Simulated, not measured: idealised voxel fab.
voxel fin reveal: a process module
155 nm wide, 5 nm square cells: that's cross-section cut.
Notation: cross-section as square-cell grid; stated in bands, top first, going down; one or more cell rows per band. Band entry format. Leading values: height of top, height of bottom, nm. Remainder: materials in left-to-right order, each with its width in nm. Special words: "all across" on a single material, which then fills the band edge to edge; "air", empty space. Heights are reckoned from 0. Under this level, the received wafer is all of one material. The bottommost band is open-ended downward, for example "0 and below". You'd read "30->40" like this: the band's top row of cells is as wide as the first number, its bottom row is as wide as the second, and going down, every row changes width by the same amount as the row before did. Take "nothing was modified" at face value: in the step it is given for, the cross-section changed in none of its cells. The entry "closed voids" lists the empty spaces that cover at least 8 cells and have no open path to the top. Each is written as width x height at distance, where the distance is measured from the left edge and all three values are in nm. On each step's line, the part that comes after the settings is the simulator's own comment on the step. A step line may carry the setting "overlay nm", which, for steps involving a mask, states the distance by which the mask lay to the right of its intended position; negative values denote displacement to the left.
These are the steps we planned for the process:
- 1: op RECEIVE | material Si
- 2: op CONFORMAL_DEP | material SiN | thk nm 5
- 3: op DIRECTIONAL_DEP | material aC | thk nm 15
- 4: op PATTERN | tone cover | mask id FINS | material resist | width nm 15 | pitch nm 40 | thk nm 35 | overlay nm 0
- 5: op DIRECTIONAL_ETCH | etch materials aC | depth nm 15
- 6: op STRIP | etch materials resist
- 7: op DIRECTIONAL_ETCH | etch materials SiN | depth nm 5
- 8: op DIRECTIONAL_ETCH | etch materials Si | depth nm 35
- 9: op STRIP | etch materials aC
- 10: op FILL_DEP | material SiO2 | thk nm 10
- 11: op CMP | height nm 5
- 12: op SELECTIVE_ETCH | etch materials SiO2 | depth nm 15
- 13: op STRIP | etch materials SiN
- 14: op CONFORMAL_DEP | material SiO2 | thk nm 5
First of two wafers - as planned:
Incoming wafer, cross-sectional view, post step 1:
0 and below: Si all across
closed voids: none
Wafer xsec, post step 2:
5 down to 0: SiN all across
Beneath the level 0, the cross-section is identical to its previous state.
Wafer xsec, post step 3:
20 down to 5: aC all across
Beneath the level 5, the cross-section is identical to its previous state.
Wafer xsec, post step 4:
55 down to 20: air (50)  resist (15)  air (25)  resist (15)  air (50)
Beneath the level 20, the cross-section is identical to its previous state.
Wafer xsec, post step 5:
40 down to 20: air (50)  resist (15)  air (25)  resist (15)  air (50)
20 down to 5: air (50)  aC (15)  air (25)  aC (15)  air (50)
Beneath the level 5, the cross-section is identical to its previous state.
Wafer xsec, post step 6:
20 down to 5: air (50)  aC (15)  air (25)  aC (15)  air (50)
Beneath the level 5, the cross-section is identical to its previous state.
Wafer xsec, post step 7:
20 down to 5: air (50)  aC (15)  air (25)  aC (15)  air (50)
5 down to 0: air (50)  SiN (15)  air (25)  SiN (15)  air (50)
Beneath the level 0, the cross-section is identical to its previous state.
Wafer xsec, post step 8:
20 down to 5: air (50)  aC (15)  air (25)  aC (15)  air (50)
5 down to 0: air (50)  SiN (15)  air (25)  SiN (15)  air (50)
0 down to -35: air (50)  Si (15)  air (25)  Si (15)  air (50)
Beneath the level -35, the cross-section is identical to its previous state.
Wafer xsec, post step 9:
5 down to 0: air (50)  SiN (15)  air (25)  SiN (15)  air (50)
Beneath the level 0, the cross-section is identical to its previous state.
Wafer xsec, post step 10:
15 down to 5: SiO2 all across
5 down to 0: SiO2 (50)  SiN (15)  SiO2 (25)  SiN (15)  SiO2 (50)
0 down to -35: SiO2 (50)  Si (15)  SiO2 (25)  Si (15)  SiO2 (50)
Beneath the level -35, the cross-section is identical to its previous state.
Wafer xsec, post step 11:
5 down to 0: SiO2 (50)  SiN (15)  SiO2 (25)  SiN (15)  SiO2 (50)
Beneath the level 0, the cross-section is identical to its previous state.
Wafer xsec, post step 12:
5 down to 0: air (50)  SiN (15)  air (25)  SiN (15)  air (50)
0 down to -10: air (50)  Si (15)  air (25)  Si (15)  air (50)
Beneath the level -10, the cross-section is identical to its previous state.
Wafer xsec, post step 13:
0 down to -10: air (50)  Si (15)  air (25)  Si (15)  air (50)
Beneath the level -10, the cross-section is identical to its previous state.
Wafer xsec, post step 14:
5 down to 0: air (45)  SiO2 (25)  air (15)  SiO2 (25)  air (45)
0 down to -5: air (45)  SiO2 (5)  Si (15)  SiO2 (5)  air (15)  SiO2 (5)  Si (15)  SiO2 (5)  air (45)
-5 down to -35: SiO2 (50)  Si (15)  SiO2 (25)  Si (15)  SiO2 (50)
Beneath the level -35, the cross-section is identical to its previous state.
The remaining wafer, second of the two, started like the first and was run to the same plan, except that one mistake was made along the way; the two coincide through step 11, inclusive:
Look at the second wafer in cross-section at the time step 12 ought to have finished:
5 down to 0: SiO2 (50)  air (15)  SiO2 (25)  air (15)  SiO2 (50)
Beneath the level 0, the cross-section is identical to its previous state.
Look at the second wafer in cross-section at the time step 13 ought to have finished:
0 down to -10: air (50)  Si (15)  air (25)  Si (15)  air (50)
-10 down to -15: SiO2 (35)  air (15)  Si (15)  air (25)  Si (15)  air (15)  SiO2 (35)
Beneath the level -15, the cross-section is identical to its previous state.
Look at the second wafer in cross-section at the time step 14 ought to have finished:
5 down to 0: air (45)  SiO2 (25)  air (15)  SiO2 (25)  air (45)
0 down to -5: air (45)  SiO2 (5)  Si (15)  SiO2 (5)  air (15)  SiO2 (5)  Si (15)  SiO2 (5)  air (45)
-5 down to -10: SiO2 (40)  air (5)  SiO2 (5)  Si (15)  SiO2 (5)  air (15)  SiO2 (5)  Si (15)  SiO2 (5)  air (5)  SiO2 (40)
-10 down to -35: SiO2 (50)  Si (15)  SiO2 (25)  Si (15)  SiO2 (50)
Beneath the level -35, the cross-section is identical to its previous state.
The plan and the run diverged here: transposition of steps 12 and 13 relative to the planned sequence
It is noted that, at the conclusion of processing, the second wafer exhibits a higher or lower cell count for certain materials relative to the first: 5 fewer of SiO2
